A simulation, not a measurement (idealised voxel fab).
Module name: voxel tone inversion (process module)
Section cut is 205 nm wide and gridded with 5 nm square cells.
We lay out every cross-section as a grid of square cells and spell it out in bands from the top down, where one band means one or more rows of cells. First you get the band's top height and its bottom height, in nm, and then the materials it's made of, left to right, with each width in nm. If you see a single material with "edge to edge", that one covers the band edge to edge. "empty" is empty space. Heights are measured from 0, the level below which the as-received wafer is all one material; the lowest band has no bottom and continues downward, written as in "0 and below". With a width like "30 to 40", each row of cells in the band differs from the next by the same amount, the top row carrying the first number and the bottom row the second. Where a step carries "everything unchanged", the cross-section came out of it unchanged, cell for cell. Reported under the label "Closed voids list" are the empty spaces having no open way to the top and comprising 8 cells or more; the notation for each is width x height at distance, in which the distance is measured from the left edge and all three values are in nm. On each step's line, the part that comes after the settings is the simulator's own comment on the step. "overlay nm" answers the question of how far to the right of plan the mask lay on a step that has a mask, and when it is negative the answer is to the left.

INTENDED PROCESS STEPS
1 op RECEIVE | material Si
2 op CONFORMAL_DEP | material SiCN | thk nm 5
3 op DIRECTIONAL_DEP | material aC | thk nm 25
4 op PATTERN | tone cover | mask id POSTS | material resist | width nm 25 | pitch nm 40 | thk nm 35 | overlay nm 0
5 op DIRECTIONAL_ETCH | etch materials aC | depth nm 25
6 op STRIP | etch materials resist
7 op FILL_DEP | material lowk | thk nm 10
8 op CMP | height nm 30
9 op STRIP | etch materials aC
10 op CONFORMAL_DEP | material TiN | thk nm 5
11 op FILL_DEP | material Cu | thk nm 5
12 op CMP | height nm 30
13 op CONFORMAL_DEP | material SiN | thk nm 5

WAFER CROSS-SECTION ON RECEIPT, I.E. AFTER STEP 1
> 0 and below = Si edge to edge
> Closed voids list: none

CROSS-SECTION, FIRST OF TWO WAFERS, END OF MODULE, RUN AS PLANNED
> 35 down to 30 = SiN edge to edge
> 30 down to 10 = lowk 30 / TiN 5 / Cu 15 / TiN 5 / lowk 15 / TiN 5 / Cu 15 / TiN 5 / lowk 15 / TiN 5 / Cu 15 / TiN 5 / lowk 15 / TiN 5 / Cu 15 / TiN 5 / lowk 30
> 10 down to 5 = lowk 30 / TiN 25 / lowk 15 / TiN 25 / lowk 15 / TiN 25 / lowk 15 / TiN 25 / lowk 30
> 5 down to 0 = SiCN edge to edge
> 0 and below = Si edge to edge
> Closed voids list: none

END-OF-MODULE CROSS-SECTION OF THE SECOND WAFER: IDENTICAL STARTING POINT AND PROCESS PLAN TO THE FIRST, WITH ONE PROCESSING MISTAKE
> 35 down to 30 = SiN edge to edge
> 30 down to 10 = lowk 35 / TiN 5 / Cu 10 / TiN 5 / lowk 20 / TiN 5 / Cu 10 / TiN 5 / lowk 20 / TiN 5 / Cu 10 / TiN 5 / lowk 20 / TiN 5 / Cu 10 / TiN 5 / lowk 30
> 10 down to 5 = lowk 35 / TiN 20 / lowk 20 / TiN 20 / lowk 20 / TiN 20 / lowk 20 / TiN 20 / lowk 30
> 5 down to 0 = SiCN edge to edge
> 0 and below = Si edge to edge
> Closed voids list: none
Processing error: step 4 was not run as planned; what actually ran was op PATTERN | tone cover | mask id POSTS | material resist | width nm 20 | pitch nm 40 | thk nm 35 | overlay nm 0
Looking at both finished wafers in cells, the second ends up ahead of or behind the first on some materials: Cu -16, TiN -4, lowk +20
